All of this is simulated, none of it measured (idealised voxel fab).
The document below concerns the process module designated voxel gate over fins.
The cross-section on display is named cut; it measures 165 nm wide, and its cells are 5 nm squares.
In this document a cross-section is written as a grid of square cells. It is given as a series of bands, listed from the top down, and a band is one or more rows of cells. Heads up on the band format: heights come first, top then bottom, in nm. After that it's the materials left to right, each with its width in nm. A single material flagged "full width" fills the whole band edge to edge, and "blank" means there's empty space there. Basically, 0 is our baseline, since under it the wafer straight out of the box is all one material. The bottom band has no lower end and keeps on going down, so it looks like "0 nm and below". When a width is written as two numbers, as in "30..40", the first number is the width in the top row of cells of the band and the second is the width in its bottom row, and the width changes by the same amount from each row to the next. "stayed the same" means the step left every cell of the cross-section as it was. "Enclosed void list" enumerates empty spaces isolated from the top, with no open way to it, that contain at least 8 cells, giving each as width x height at distance from the left edge, all three in nm. Whatever follows a step's settings on its line is a remark the simulator itself makes about that step. Regarding "overlay nm": on a step with a mask, it is the distance the mask lay to the right of its planned place; a negative value places it to the left.

[Listed below are the process steps as planned]
step 1: RECEIVE: material Si
step 2: CONFORMAL_DEP: material SiN, thk nm 10
step 3: MASKED_ETCH: tone cover, mask id FINS, width nm 15, pitch nm 35, etch materials SiN, depth nm 10, overlay nm 0
step 4: MASKED_ETCH: tone cover, mask id FINS, width nm 15, pitch nm 35, etch materials Si, depth nm 30, overlay nm 0
step 5: OXIDIZE: depth nm 5
step 6: FILL_DEP: material SiO2, thk nm 5
step 7: CMP: height nm 10
step 8: SELECTIVE_ETCH: etch materials SiO2, depth nm 20
step 9: STRIP: etch materials SiN
step 10: CONFORMAL_DEP: material HfO2, thk nm 5
step 11: CONFORMAL_DEP: material TiN, thk nm 5
step 12: FILL_DEP: material W, thk nm 10
step 13: CMP: height nm 15
step 14: CONFORMAL_DEP: material SiN, thk nm 10

[First wafer, two in total, run as planned]

[This is the cross-section of the wafer as we received it, i.e. after step 1]
0 nm and below | Si full width
Enclosed void list: none

[after step 2]
10 nm to 0 nm | SiN full width
For the remainder of the cross-section, below 0, there is no change.

[after step 3]
10 nm to 0 nm | blank: 40, SiN: 15, blank: 20, SiN: 15, blank: 20, SiN: 15, blank: 40
For the remainder of the cross-section, below 0, there is no change.

[after step 4]
10 nm to 0 nm | blank: 40, SiN: 15, blank: 20, SiN: 15, blank: 20, SiN: 15, blank: 40
0 nm to -30 nm | blank: 40, Si: 15, blank: 20, Si: 15, blank: 20, Si: 15, blank: 40
For the remainder of the cross-section, below -30, there is no change.

[after step 5]
10 nm to 0 nm | blank: 40, SiN: 15, blank: 20, SiN: 15, blank: 20, SiN: 15, blank: 40
0 nm to -30 nm | blank: 40, SiO2: 5, Si: 5, SiO2: 5, blank: 20, SiO2: 5, Si: 5, SiO2: 5, blank: 20, SiO2: 5, Si: 5, SiO2: 5, blank: 40
-30 nm to -35 nm | SiO2: 45, Si: 5, SiO2: 30, Si: 5, SiO2: 30, Si: 5, SiO2: 45
For the remainder of the cross-section, below -35, there is no change.

[after step 6]
15 nm to 10 nm | SiO2 full width
10 nm to 0 nm | SiO2: 40, SiN: 15, SiO2: 20, SiN: 15, SiO2: 20, SiN: 15, SiO2: 40
0 nm to -35 nm | SiO2: 45, Si: 5, SiO2: 30, Si: 5, SiO2: 30, Si: 5, SiO2: 45
For the remainder of the cross-section, below -35, there is no change.

[after step 7]
10 nm to 0 nm | SiO2: 40, SiN: 15, SiO2: 20, SiN: 15, SiO2: 20, SiN: 15, SiO2: 40
For the remainder of the cross-section, below 0, there is no change.

[after step 8]
10 nm to 0 nm | blank: 40, SiN: 15, blank: 20, SiN: 15, blank: 20, SiN: 15, blank: 40
0 nm to -10 nm | blank: 45, Si: 5, blank: 30, Si: 5, blank: 30, Si: 5, blank: 45
For the remainder of the cross-section, below -10, there is no change.

[after step 9]
0 nm to -10 nm | blank: 45, Si: 5, blank: 30, Si: 5, blank: 30, Si: 5, blank: 45
For the remainder of the cross-section, below -10, there is no change.

[after step 10]
5 nm to 0 nm | blank: 40, HfO2: 15, blank: 20, HfO2: 15, blank: 20, HfO2: 15, blank: 40
0 nm to -5 nm | blank: 40, HfO2: 5, Si: 5, HfO2: 5, blank: 20, HfO2: 5, Si: 5, HfO2: 5, blank: 20, HfO2: 5, Si: 5, HfO2: 5, blank: 40
-5 nm to -10 nm | HfO2: 45, Si: 5, HfO2: 30, Si: 5, HfO2: 30, Si: 5, HfO2: 45
For the remainder of the cross-section, below -10, there is no change.

[after step 11]
10 nm to 5 nm | blank: 35, TiN: 25, blank: 10, TiN: 25, blank: 10, TiN: 25, blank: 35
5 nm to 0 nm | blank: 35, TiN: 5, HfO2: 15, TiN: 5, blank: 10, TiN: 5, HfO2: 15, TiN: 5, blank: 10, TiN: 5, HfO2: 15, TiN: 5, blank: 35
0 nm to -5 nm | TiN: 40, HfO2: 5, Si: 5, HfO2: 5, TiN: 20, HfO2: 5, Si: 5, HfO2: 5, TiN: 20, HfO2: 5, Si: 5, HfO2: 5, TiN: 40
For the remainder of the cross-section, below -5, there is no change.

[after step 12]
20 nm to 10 nm | W full width
10 nm to 5 nm | W: 35, TiN: 25, W: 10, TiN: 25, W: 10, TiN: 25, W: 35
5 nm to 0 nm | W: 35, TiN: 5, HfO2: 15, TiN: 5, W: 10, TiN: 5, HfO2: 15, TiN: 5, W: 10, TiN: 5, HfO2: 15, TiN: 5, W: 35
For the remainder of the cross-section, below 0, there is no change.

[after step 13]
15 nm to 10 nm | W full width
For the remainder of the cross-section, below 10, there is no change.

[after step 14]
25 nm to 15 nm | SiN full width
For the remainder of the cross-section, below 15, there is no change.

[Second wafer. Start and plan as for the first. One mistake made in running. Agrees with the first up to and including step 2]

[Cross-section of the second wafer at the time step 3 of the plan should have ended]
10 nm to 0 nm | blank: 40, SiN: 20, blank: 15, SiN: 20, blank: 15, SiN: 20, blank: 35
For the remainder of the cross-section, below 0, there is no change.

[Cross-section of the second wafer at the time step 4 of the plan should have ended]
10 nm to 0 nm | blank: 40, SiN: 20, blank: 15, SiN: 20, blank: 15, SiN: 20, blank: 35
0 nm to -30 nm | blank: 40, Si: 20, blank: 15, Si: 20, blank: 15, Si: 20, blank: 35
For the remainder of the cross-section, below -30, there is no change.

[Cross-section of the second wafer at the time step 5 of the plan should have ended]
10 nm to 0 nm | blank: 40, SiN: 20, blank: 15, SiN: 20, blank: 15, SiN: 20, blank: 35
0 nm to -30 nm | blank: 40, SiO2: 5, Si: 10, SiO2: 5, blank: 15, SiO2: 5, Si: 10, SiO2: 5, blank: 15, SiO2: 5, Si: 10, SiO2: 5, blank: 35
-30 nm to -35 nm | SiO2: 45, Si: 10, SiO2: 25, Si: 10, SiO2: 25, Si: 10, SiO2: 40
For the remainder of the cross-section, below -35, there is no change.

[Cross-section of the second wafer at the time step 6 of the plan should have ended]
15 nm to 10 nm | SiO2 full width
10 nm to 0 nm | SiO2: 40, SiN: 20, SiO2: 15, SiN: 20, SiO2: 15, SiN: 20, SiO2: 35
0 nm to -35 nm | SiO2: 45, Si: 10, SiO2: 25, Si: 10, SiO2: 25, Si: 10, SiO2: 40
For the remainder of the cross-section, below -35, there is no change.

[Cross-section of the second wafer at the time step 7 of the plan should have ended]
10 nm to 0 nm | SiO2: 40, SiN: 20, SiO2: 15, SiN: 20, SiO2: 15, SiN: 20, SiO2: 35
For the remainder of the cross-section, below 0, there is no change.

[Cross-section of the second wafer at the time step 8 of the plan should have ended]
10 nm to 0 nm | blank: 40, SiN: 20, blank: 15, SiN: 20, blank: 15, SiN: 20, blank: 35
0 nm to -10 nm | blank: 45, Si: 10, blank: 25, Si: 10, blank: 25, Si: 10, blank: 40
For the remainder of the cross-section, below -10, there is no change.

[Cross-section of the second wafer at the time step 9 of the plan should have ended]
0 nm to -10 nm | blank: 45, Si: 10, blank: 25, Si: 10, blank: 25, Si: 10, blank: 40
For the remainder of the cross-section, below -10, there is no change.

[Cross-section of the second wafer at the time step 10 of the plan should have ended]
5 nm to 0 nm | blank: 40, HfO2: 20, blank: 15, HfO2: 20, blank: 15, HfO2: 20, blank: 35
0 nm to -5 nm | blank: 40, HfO2: 5, Si: 10, HfO2: 5, blank: 15, HfO2: 5, Si: 10, HfO2: 5, blank: 15, HfO2: 5, Si: 10, HfO2: 5, blank: 35
-5 nm to -10 nm | HfO2: 45, Si: 10, HfO2: 25, Si: 10, HfO2: 25, Si: 10, HfO2: 40
For the remainder of the cross-section, below -10, there is no change.

[Cross-section of the second wafer at the time step 11 of the plan should have ended]
10 nm to 5 nm | blank: 35, TiN: 30, blank: 5, TiN: 30, blank: 5, TiN: 30, blank: 30
5 nm to 0 nm | blank: 35, TiN: 5, HfO2: 20, TiN: 5, blank: 5, TiN: 5, HfO2: 20, TiN: 5, blank: 5, TiN: 5, HfO2: 20, TiN: 5, blank: 30
0 nm to -5 nm | TiN: 40, HfO2: 5, Si: 10, HfO2: 5, TiN: 15, HfO2: 5, Si: 10, HfO2: 5, TiN: 15, HfO2: 5, Si: 10, HfO2: 5, TiN: 35
For the remainder of the cross-section, below -5, there is no change.

[Cross-section of the second wafer at the time step 12 of the plan should have ended]
20 nm to 10 nm | W full width
10 nm to 5 nm | W: 35, TiN: 30, W: 5, TiN: 30, W: 5, TiN: 30, W: 30
5 nm to 0 nm | W: 35, TiN: 5, HfO2: 20, TiN: 5, W: 5, TiN: 5, HfO2: 20, TiN: 5, W: 5, TiN: 5, HfO2: 20, TiN: 5, W: 30
For the remainder of the cross-section, below 0, there is no change.

[Cross-section of the second wafer at the time step 13 of the plan should have ended]
15 nm to 10 nm | W full width
For the remainder of the cross-section, below 10, there is no change.

[Cross-section of the second wafer at the time step 14 of the plan should have ended]
25 nm to 15 nm | SiN full width
For the remainder of the cross-section, below 15, there is no change.
Error vs. plan: the process deviated at step 3: the operation and settings actually run there were MASKED_ETCH: tone cover, mask id FINS, width nm 20, pitch nm 35, etch materials SiN, depth nm 10, overlay nm 0
Count the cells at the end and the second wafer has more or fewer of some materials than the first: +21 Si | -15 SiO2 | -6 W
